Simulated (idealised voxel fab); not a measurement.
The process module presented herein is designated voxel gate over fins.
Square cells of 5 nm make up the cross-section cut, whose width is 290 nm.
Notation: cross-section as square-cell grid; stated in bands, top first, going down; one or more cell rows per band. This entry defines a band. It first specifies the height of the band's top and the height of its bottom in nm, and then specifies the band's materials from left to right, stating each material with its width in nm. The word "throughout" identifies a single material that fills the band from edge to edge, while the word "empty" identifies empty space. The level at which height equals 0 is the one under which the wafer, as it arrives, is entirely one material. No lower edge exists for the bottom band, which continues downward and is notated as in "from 0 down". A width given as "30..40" starts at the first number in the band's top row and ends at the second number in its bottom row, shifting by an equal amount at every step from row to row. It should be understood that the words "same as before", when stated for a given step, signify that the cross-section underwent no change in any of its cells during that step. Basically, "Enclosed internal cavities" tells you about the enclosed voids: empty spaces with no open way to the top, 8 cells or bigger, each written width x height at distance, where distance is from the left edge, all in nm. Formally, on a step line, whatever follows the settings is a remark that the simulator itself makes on the step. The setting "overlay nm" may be written on the line of a step. When the step uses a mask, the value reports how far to the right of the planned place the mask lay, and a negative value reports that it lay to the left.

-- This section lists the process steps that were planned
1,RECEIVE | material Si
2,CONFORMAL_DEP | material SiN | thk nm 5
3,DIRECTIONAL_DEP | material aC | thk nm 15
4,PATTERN | tone cover | mask id FINS | material resist | width nm 15 | pitch nm 60 | thk nm 35 | overlay nm 0
5,DIRECTIONAL_ETCH | etch materials aC | depth nm 15
6,STRIP | etch materials resist
7,DIRECTIONAL_ETCH | etch materials SiN | depth nm 5
8,DIRECTIONAL_ETCH | etch materials Si | depth nm 40
9,STRIP | etch materials aC
10,FILL_DEP | material SiO2 | thk nm 15
11,CMP | height nm 5
12,PATTERN | tone open | mask id RAIL | material resist | width nm 15 | thk nm 15 | overlay nm 0
13,DIRECTIONAL_ETCH | etch materials SiO2 | depth nm 40
14,STRIP | etch materials resist
15,CONFORMAL_DEP | material TiN | thk nm 5
16,FILL_DEP | material W | thk nm 5
17,CMP | height nm 5
18,SELECTIVE_ETCH | etch materials W Ru TiN | depth nm 20
19,FILL_DEP | material SiO2 | thk nm 5
20,CMP | height nm 5
21,SELECTIVE_ETCH | etch materials SiO2 | depth nm 15
22,STRIP | etch materials SiN
23,CONFORMAL_DEP | material HfO2 | thk nm 5
24,CONFORMAL_DEP | material TiN | thk nm 5
25,FILL_DEP | material W | thk nm 15
26,CMP | height nm 20
27,CONFORMAL_DEP | material SiCN | thk nm 10
The plan's step 4 width nm is the first wafer's value; the wafers differ in this setting and start identical.

-- Received wafers, first of several: cross-section after step 1
  from 0 down | Si throughout
  Enclosed internal cavities: none

-- Cross-section, first of several wafers, end of module, after last step 27
  from 30 to 20 | SiCN throughout
  from 20 to 10 | W throughout
  from 10 to 5 | 35 nm W, then 35 nm TiN, then 25 nm W, then 35 nm TiN, then 25 nm W, then 35 nm TiN, then 25 nm W, then 35 nm TiN, then 40 nm W
  from 5 to 0 | 35 nm W, then 5 nm TiN, then 25 nm HfO2, then 5 nm TiN, then 25 nm W, then 5 nm TiN, then 25 nm HfO2, then 5 nm TiN, then 25 nm W, then 5 nm TiN, then 25 nm HfO2, then 5 nm TiN, then 25 nm W, then 5 nm TiN, then 25 nm HfO2, then 5 nm TiN, then 40 nm W
  from 0 to -5 | 40 nm TiN, then 5 nm HfO2, then 15 nm Si, then 5 nm HfO2, then 35 nm TiN, then 5 nm HfO2, then 15 nm Si, then 5 nm HfO2, then 35 nm TiN, then 5 nm HfO2, then 15 nm Si, then 5 nm HfO2, then 35 nm TiN, then 5 nm HfO2, then 15 nm Si, then 5 nm HfO2, then 45 nm TiN
  from -5 to -10 | 45 nm HfO2, then 15 nm Si, then 45 nm HfO2, then 15 nm Si, then 45 nm HfO2, then 15 nm Si, then 45 nm HfO2, then 15 nm Si, then 50 nm HfO2
  from -10 to -15 | 45 nm SiO2, then 15 nm Si, then 45 nm SiO2, then 15 nm Si, then 45 nm SiO2, then 15 nm Si, then 45 nm SiO2, then 15 nm Si, then 50 nm SiO2
  from -15 to -30 | 45 nm SiO2, then 15 nm Si, then 15 nm SiO2, then 5 nm TiN, then 5 nm W, then 5 nm TiN, then 15 nm SiO2, then 15 nm Si, then 45 nm SiO2, then 15 nm Si, then 45 nm SiO2, then 15 nm Si, then 50 nm SiO2
  from -30 to -35 | 45 nm SiO2, then 15 nm Si, then 15 nm SiO2, then 15 nm TiN, then 15 nm SiO2, then 15 nm Si, then 45 nm SiO2, then 15 nm Si, then 45 nm SiO2, then 15 nm Si, then 50 nm SiO2
  from -35 to -40 | 45 nm SiO2, then 15 nm Si, then 45 nm SiO2, then 15 nm Si, then 45 nm SiO2, then 15 nm Si, then 45 nm SiO2, then 15 nm Si, then 50 nm SiO2
  from -40 down | Si throughout
  Enclosed internal cavities: none

-- X-section, last wafer, module end
  from 30 to 20 | SiCN throughout
  from 20 to 10 | W throughout
  from 10 to 5 | 30 nm W, then 50 nm TiN, then 10 nm W, then 50 nm TiN, then 10 nm W, then 50 nm TiN, then 10 nm W, then 50 nm TiN, then 30 nm W
  from 5 to 0 | 30 nm W, then 5 nm TiN, then 40 nm HfO2, then 5 nm TiN, then 10 nm W, then 5 nm TiN, then 40 nm HfO2, then 5 nm TiN, then 10 nm W, then 5 nm TiN, then 40 nm HfO2, then 5 nm TiN, then 10 nm W, then 5 nm TiN, then 40 nm HfO2, then 5 nm TiN, then 30 nm W
  from 0 to -5 | 35 nm TiN, then 5 nm HfO2, then 30 nm Si, then 5 nm HfO2, then 20 nm TiN, then 5 nm HfO2, then 30 nm Si, then 5 nm HfO2, then 20 nm TiN, then 5 nm HfO2, then 30 nm Si, then 5 nm HfO2, then 20 nm TiN, then 5 nm HfO2, then 30 nm Si, then 5 nm HfO2, then 35 nm TiN
  from -5 to -10 | 40 nm HfO2, then 30 nm Si, then 30 nm HfO2, then 30 nm Si, then 30 nm HfO2, then 30 nm Si, then 30 nm HfO2, then 30 nm Si, then 40 nm HfO2
  from -10 to -15 | 40 nm SiO2, then 30 nm Si, then 30 nm SiO2, then 30 nm Si, then 30 nm SiO2, then 30 nm Si, then 30 nm SiO2, then 30 nm Si, then 40 nm SiO2
  from -15 to -30 | 40 nm SiO2, then 30 nm Si, then 5 nm SiO2, then 5 nm TiN, then 5 nm W, then 5 nm TiN, then 10 nm SiO2, then 30 nm Si, then 30 nm SiO2, then 30 nm Si, then 30 nm SiO2, then 30 nm Si, then 40 nm SiO2
  from -30 to -35 | 40 nm SiO2, then 30 nm Si, then 5 nm SiO2, then 15 nm TiN, then 10 nm SiO2, then 30 nm Si, then 30 nm SiO2, then 30 nm Si, then 30 nm SiO2, then 30 nm Si, then 40 nm SiO2
  from -35 to -40 | 40 nm SiO2, then 30 nm Si, then 30 nm SiO2, then 30 nm Si, then 30 nm SiO2, then 30 nm Si, then 30 nm SiO2, then 30 nm Si, then 40 nm SiO2
  from -40 down | Si throughout
  Enclosed internal cavities: none

-- Row per wafer, end-of-module: cell gain (+)/loss (-) by material since the wafer came in, then closed voids
width nm 15, +74 HfO2, -368 Si, +116 SiCN, +264 SiO2, +83 TiN, +179 W, Enclosed internal cavities: none
width nm 20, +74 HfO2, -336 Si, +116 SiCN, +240 SiO2, +83 TiN, +171 W, Enclosed internal cavities: none
width nm 25, +74 HfO2, -304 Si, +116 SiCN, +216 SiO2, +83 TiN, +163 W, Enclosed internal cavities: none
width nm 30, +74 HfO2, -272 Si, +116 SiCN, +192 SiO2, +83 TiN, +155 W, Enclosed internal cavities: none
